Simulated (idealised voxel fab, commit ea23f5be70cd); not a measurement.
process module | voxel self aligned vias
cross-section cut | 260 nm wide | cells 5 nm
A cross-section is a grid of square cells, given in bands from the top down. A band is one or more rows of cells.
Each band's line starts with the height of the band's top and of its bottom, in nm. Then come its materials from left to right, each with its width in nm. One material with "throughout" fills the band from edge to edge. "air" is empty space.
Height 0 is the level under which the wafer as received is all one material. The lowest band goes on downwards, as in "0 down".
A width such as "30 to 40" changes by the same amount from each row of cells to the next, from the band's top row to its bottom row.
"no change" after a step means that no cell of the cross-section changed.
closed voids: empty space of 8 cells or more with no open way to the top, each as width x height at its distance from the left edge, in nm
after a step's settings: what the simulator itself notes on the step
overlay nm, on a step with a mask: how far to the right of its planned place the mask lay; to the left if negative
plan
1 op RECEIVE | material Si
2 op CONFORMAL_DEP | material SiO2 | thk nm 15
3 op CONFORMAL_DEP | material SiCN | thk nm 5
4 op DIRECTIONAL_DEP | material SiO2 | thk nm 30
5 op PATTERN | tone open | mask id LINES | material resist | width nm 30 | pitch nm 60 | thk nm 20 | overlay nm 0
6 op DIRECTIONAL_ETCH | etch materials SiO2 | depth nm 30
7 op STRIP | etch materials resist
8 op CONFORMAL_DEP | material TiN | thk nm 5
9 op FILL_DEP | material Ru | thk nm 10
10 op CMP | height nm 50
11 op SELECTIVE_ETCH | etch materials W Ru TiN | depth nm 5
12 op FILL_DEP | material SiN | thk nm 10
13 op CMP | height nm 50
14 op DIRECTIONAL_DEP | material SiO2 | thk nm 15
15 op MASKED_ETCH | tone open | mask id VIAS | width nm 40 | pitch nm 60 | etch materials SiO2 | depth nm 15 | overlay nm 0
16 op MASKED_ETCH | tone open | mask id VIAS | width nm 40 | pitch nm 60 | etch materials SiN | depth nm 5 | overlay nm 0
17 op CONFORMAL_DEP | material TiN | thk nm 5
18 op FILL_DEP | material W | thk nm 10
19 op CMP | height nm 65
20 op CONFORMAL_DEP | material SiCN | thk nm 5
as received, after step 1
  0 down: Si throughout
  closed voids: none
first wafer at the end, as planned
  70 to 65: SiCN throughout
  65 to 55: SiO2 50 | TiN 5 | W 30 | TiN 5 | SiO2 20 | TiN 5 | W 30 | TiN 5 | SiO2 20 | TiN 5 | W 30 | TiN 5 | SiO2 50
  55 to 50: SiO2 50 | TiN 10 | W 20 | TiN 10 | SiO2 20 | TiN 10 | W 20 | TiN 10 | SiO2 20 | TiN 10 | W 20 | TiN 10 | SiO2 50
  50 to 45: SiO2 55 | TiN 30 | SiO2 30 | TiN 30 | SiO2 30 | TiN 30 | SiO2 55
  45 to 25: SiO2 55 | TiN 5 | Ru 20 | TiN 5 | SiO2 30 | TiN 5 | Ru 20 | TiN 5 | SiO2 30 | TiN 5 | Ru 20 | TiN 5 | SiO2 55
  25 to 20: SiO2 55 | TiN 30 | SiO2 30 | TiN 30 | SiO2 30 | TiN 30 | SiO2 55
  20 to 15: SiCN throughout
  15 to 0: SiO2 throughout
  0 down: Si throughout
  closed voids: none
second wafer at the end: like start, like plan, one mistake
  70 to 65: SiCN throughout
  65 to 50: SiO2 50 | TiN 5 | W 30 | TiN 5 | SiO2 20 | TiN 5 | W 30 | TiN 5 | SiO2 20 | TiN 5 | W 30 | TiN 5 | SiO2 50
  50 to 45: SiN 50 | TiN 40 | SiN 20 | TiN 40 | SiN 20 | TiN 40 | SiN 50
  45 to 20: TiN throughout
  20 to 15: SiCN throughout
  15 to 0: SiO2 throughout
  0 down: Si throughout
  closed voids: none
what went wrong: step 4 ran as: op DIRECTIONAL_DEP | material TiN | thk nm 30
at the end the second wafer has, in cells: 48 fewer of Ru | 28 more of SiN | 204 fewer of SiO2 | 218 more of TiN | 6 more of W
